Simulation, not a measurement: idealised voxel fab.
process module | voxel self aligned contacts
cross-section cut | 200 nm wide | cells 5 nm
A cross-section is a grid of square cells, given in bands from the top down. A band is one or more rows of cells.
Each band's line starts with the height of the band's top and of its bottom, in nm. Then come its materials from left to right, each with its width in nm. One material with "throughout" fills the band from edge to edge. "air" is empty space.
Height 0 is the level under which the wafer as received is all one material. The lowest band goes on downwards, as in "0 down".
A width such as "30 to 40" changes by the same amount from each row of cells to the next, from the band's top row to its bottom row.
"no change" after a step means that no cell of the cross-section changed.
closed voids: empty space of 8 cells or more with no open way to the top, each as width x height at its distance from the left edge, in nm
after a step's settings: what the simulator itself notes on the step
overlay nm, on a step with a mask: how far to the right of its planned place the mask lay; to the left if negative
plan
1 op RECEIVE | material Si
2 op OXIDIZE | depth nm 5
3 op DIRECTIONAL_DEP | material polySi | thk nm 25
4 op DIRECTIONAL_DEP | material SiN | thk nm 20
5 op MASKED_ETCH | tone cover | mask id GATE | width nm 25 | pitch nm 70 | etch materials SiN | depth nm 20 | overlay nm 0
6 op MASKED_ETCH | tone cover | mask id GATE | width nm 25 | pitch nm 70 | etch materials polySi | depth nm 25 | overlay nm 0
7 op CONFORMAL_DEP | material SiN | thk nm 10
8 op DIRECTIONAL_ETCH | etch materials SiN | depth nm 10
9 op FILL_DEP | material SiO2 | thk nm 15
10 op CMP | height nm 55
11 op DIRECTIONAL_DEP | material aC | thk nm 10
12 op PATTERN | tone open | mask id CONTACT | material resist | width nm 55 | pitch nm 70 | thk nm 25 | overlay nm 0
13 op DIRECTIONAL_ETCH | etch materials aC | depth nm 10
14 op STRIP | etch materials resist
15 op DIRECTIONAL_ETCH | etch materials SiO2 | depth nm 60
16 op STRIP | etch materials aC
17 op CONFORMAL_DEP | material TiN | thk nm 5
18 op FILL_DEP | material W | thk nm 5
19 op CMP | height nm 55
20 op CONFORMAL_DEP | material SiCN | thk nm 5
as received, after step 1
  0 down: Si throughout
  closed voids: none
first wafer at the end, as planned
  60 to 55: SiCN throughout
  55 to 45: SiO2 35 | TiN 5 to 20 | W 45 to 15 | TiN 5 to 20 | SiO2 15 | TiN 5 to 20 | W 45 to 15 | TiN 5 to 20 | SiO2 40
  45 to 25: SiO2 5 | SiN 45 | TiN 5 | W 15 | TiN 5 | SiN 45 | TiN 5 | W 15 | TiN 5 | SiN 45 | SiO2 10
  25 to 0: SiO2 5 | SiN 10 | polySi 25 | SiN 10 | TiN 5 | W 15 | TiN 5 | SiN 10 | polySi 25 | SiN 10 | TiN 5 | W 15 | TiN 5 | SiN 10 | polySi 25 | SiN 10 | SiO2 10
  0 to -5: SiO2 50 | TiN 25 | SiO2 45 | TiN 25 | SiO2 55
  -5 down: Si throughout
  closed voids: none
second wafer at the end: like start, like plan, one mistake
  60 to 55: SiCN throughout
  55 to 50: W 30 | TiN 5 | SiO2 55 | TiN 5 | W 5 | TiN 5 | SiO2 55 | TiN 5 | W 35
  50 to 45: TiN 35 | SiO2 55 | TiN 15 | SiO2 55 | TiN 35 | W 5
  45 to 25: TiN 5 | SiN 45 | SiO2 25 | SiN 45 | SiO2 25 | SiN 45 | TiN 5 | W 5
  25 to 0: TiN 5 | SiN 10 | polySi 25 | SiN 10 | SiO2 25 | SiN 10 | polySi 25 | SiN 10 | SiO2 25 | SiN 10 | polySi 25 | SiN 10 | TiN 5 | W 5
  0 to -5: TiN 5 | SiO2 185 | TiN 10
  -5 down: Si throughout
  closed voids: none
what went wrong: step 12 ran as: op PATTERN | tone cover | mask id CONTACT | material resist | width nm 55 | pitch nm 70 | thk nm 25 | overlay nm 0
at the end the second wafer has, in cells: 78 more of SiO2 | 24 fewer of TiN | 54 fewer of W
